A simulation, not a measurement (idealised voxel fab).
The process module that follows is named voxel local oxidation.
Xsec cut, 205 nm wide, square cell size 5 nm.
For the purposes of this document, a cross-section shall be understood as a grid of square cells, specified as bands listed in top-to-bottom order, each band consisting of one or more rows of cells. Read a band's entry like this: the first values are the height of its top and the height of its bottom in nm, and what follows is the sequence of materials from left to right, each with its width in nm. Note that "blank" is empty space, and that a single material marked "everywhere" reaches across the band from edge to edge. Counting heights begins at 0, where everything beneath is, in the wafer as received, one material. The lowest band has no bottom; it goes on downwards, as "0..down" shows. So if you see something like "30 to 40" for the width, read it as the top row of the band sitting at the first number and the bottom row at the second, with every row in between moving by the same amount as the last. "identical to before" after a step means that no cell of the cross-section changed. Empty spaces counting at least 8 cells and having no open way to the top are listed in "Unvented cavities". The notation width x height at distance is used for each, the distance being from the left edge and all three values in nm. Whatever follows a step's settings on its line is a remark the simulator itself makes about that step. Each step line may optionally specify "overlay nm", which for a step with a mask gives the rightward distance between the mask's planned place and where it lay, a negative value indicating the leftward direction.

This section lists the process steps that were planned:
| 1 | RECEIVE with material Si |
| 2 | CONFORMAL_DEP with material SiO2, thk nm 5 |
| 3 | CONFORMAL_DEP with material SiN, thk nm 10 |
| 4 | DIRECTIONAL_DEP with material aC, thk nm 15 |
| 5 | PATTERN with tone cover, mask id ACTIVE, material resist, width nm 105, thk nm 30, overlay nm 0 |
| 6 | DIRECTIONAL_ETCH with etch materials aC, depth nm 15 |
| 7 | STRIP with etch materials resist |
| 8 | DIRECTIONAL_ETCH with etch materials SiN, depth nm 10 |
| 9 | STRIP with etch materials aC |
| 10 | SELECTIVE_ETCH with etch materials SiO2, depth nm 5 |
| 11 | OXIDIZE with depth nm 15 |
| 12 | STRIP with etch materials SiN |

as received, after step 1:
  0..down: Si everywhere
  Unvented cavities: none

The first of the two wafers as seen in cross-section once the module was finished; processing followed the plan:
  5..0: 55 of blank; 95 of SiO2; 55 of blank
  0..-15: 70 of SiO2; 65 of Si; 70 of SiO2
  -15..down: Si everywhere
  Unvented cavities: none

Same start, same plan as the first wafer - but one mistake in the run. Cross-section of the second of the two at the end of the module:
  0..-15: 65 of SiO2; 75 of Si; 65 of SiO2
  -15..down: Si everywhere
  Unvented cavities: none
Nonconformance to the process plan: heads up, step 2 of the plan was skipped and never actually ran
The second wafer ends with more or fewer cells of some materials than the first, per final count: +6 Si; -25 SiO2
